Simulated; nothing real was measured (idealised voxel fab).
Process module, titled voxel air gaps
Shown is cross-section cut, with a width of 240 nm and square cells of size 5 nm.
A cross-section in this document is a grid of square cells, and it is written down as bands, the top band listed before the ones below it; a band is made up of one or more rows of cells.
It is stipulated that each band's entry specify, in nanometres, the height of the top of the band and then that of its bottom, followed by the materials of the band in left-to-right sequence, each together with its width in nanometres. A single material marked by the word "full width" is understood to fill the band from edge to edge; the word "empty" is understood to denote empty space.
Heights are reckoned from 0. Under this level, the received wafer is all of one material. The bottommost band is open-ended downward, for example "0..down".
Per-row width for "30 to 40": begins at first number (top row of band), ends at second number (bottom row), increment between rows held constant.
"nothing altered" -> step changed no cross-section cell.
For the entry "Closed cavity list", the listed items are empty spaces with no open way to the top whose size is 8 cells or more; each item follows the pattern width x height at distance, where distance is from the left edge and all three are in nm.
Step line, after settings: the simulator's comment on this step.
A step's line can hold "overlay nm"; with a mask on that step, the setting says how far right of the planned place the mask lay, while a negative setting says it lay to the left.

The steps planned for the process are as follows
1. RECEIVE | material Si
2. CONFORMAL_DEP | material SiO2 | thk nm 15
3. CONFORMAL_DEP | material SiN | thk nm 5
4. DIRECTIONAL_DEP | material SiO2 | thk nm 30
5. MASKED_ETCH | tone open | mask id LINES | width nm 25 | pitch nm 55 | etch materials SiO2 | depth nm 30 | overlay nm 0
6. CONFORMAL_DEP | material TiN | thk nm 5
7. FILL_DEP | material W | thk nm 5
8. CMP | height nm 50
9. EPI | material Ru | thk nm 10
10. SELECTIVE_ETCH | etch materials SiO2 | depth nm 40
11. CONFORMAL_DEP | material SiN | thk nm 5

Cross-section, incoming material, after step 1
    0..down  Si full width
    Closed cavity list: none

End-of-module cross-section. Starting structure and process plan as above; one mistake made in running it
    65..60  empty: 40; SiN: 165; empty: 35
    60..50  empty: 40; SiN: 5; Ru: 45; SiN: 10; Ru: 45; SiN: 10; Ru: 45; SiN: 5; empty: 35
    50..45  empty: 40; SiN: 15; TiN: 5; W: 15; TiN: 5; SiN: 30; TiN: 5; W: 15; TiN: 5; SiN: 30; TiN: 5; W: 15; TiN: 5; SiN: 15; empty: 35
    45..25  empty: 50; SiN: 5; TiN: 5; W: 15; TiN: 5; SiN: 5; empty: 20; SiN: 5; TiN: 5; W: 15; TiN: 5; SiN: 5; empty: 20; SiN: 5; TiN: 5; W: 15; TiN: 5; SiN: 5; empty: 45
    25..20  SiN: 55; TiN: 25; SiN: 30; TiN: 25; SiN: 30; TiN: 25; SiN: 50
    20..15  SiN full width
    15..0  SiO2 full width
    0..down  Si full width
    Closed cavity list: 20 x 20 at 85; 20 x 20 at 140
The mistake made against the process plan was this: step 5 deviated from plan and actually ran as MASKED_ETCH | tone open | mask id LINES | width nm 25 | pitch nm 55 | etch materials SiO2 | depth nm 30 | overlay nm 5
